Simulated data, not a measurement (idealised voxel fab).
process module | voxel spacer lines
cross-section cut | 195 nm wide | cells 5 nm
A cross-section is a grid of square cells, given in bands from the top down. A band is one or more rows of cells.
Each band's line starts with the height of the band's top and of its bottom, in nm. Then come its materials from left to right, each with its width in nm. One material with "throughout" fills the band from edge to edge. "air" is empty space.
Height 0 is the level under which the wafer as received is all one material. The lowest band goes on downwards, as in "0 down".
A width such as "30 to 40" changes by the same amount from each row of cells to the next, from the band's top row to its bottom row.
"no change" after a step means that no cell of the cross-section changed.
closed voids: empty space of 8 cells or more with no open way to the top, each as width x height at its distance from the left edge, in nm
after a step's settings: what the simulator itself notes on the step
overlay nm, on a step with a mask: how far to the right of its planned place the mask lay; to the left if negative
plan
1 op RECEIVE | material Si
2 op CONFORMAL_DEP | material SiO2 | thk nm 10
3 op DIRECTIONAL_DEP | material TiN | thk nm 15
4 op DIRECTIONAL_DEP | material aC | thk nm 30
5 op PATTERN | tone cover | mask id MANDREL | material resist | width nm 20 | pitch nm 70 | thk nm 35 | overlay nm 0
6 op DIRECTIONAL_ETCH | etch materials aC | depth nm 30
7 op STRIP | etch materials resist
8 op CONFORMAL_DEP | material SiN | thk nm 15
9 op DIRECTIONAL_ETCH | etch materials SiN | depth nm 15
10 op STRIP | etch materials aC
11 op DIRECTIONAL_ETCH | etch materials TiN | depth nm 15
12 op STRIP | etch materials SiN
as received, after step 1
  0 down: Si throughout
  closed voids: none
first wafer at the end, as planned
  25 to 10: TiN 15 | air 20 | TiN 15 | air 20 | TiN 15 | air 20 | TiN 15 | air 20 | TiN 15 | air 20 | TiN 15 | air 5
  10 to 0: SiO2 throughout
  0 down: Si throughout
  closed voids: none
second wafer at the end: like start, like plan, one mistake
  15 to 0: TiN 15 | air 20 | TiN 15 | air 20 | TiN 15 | air 20 | TiN 15 | air 20 | TiN 15 | air 20 | TiN 15 | air 5
  0 down: Si throughout
  closed voids: none
what went wrong: step 2 was left out
at the end the second wafer has, in cells: 78 fewer of SiO2
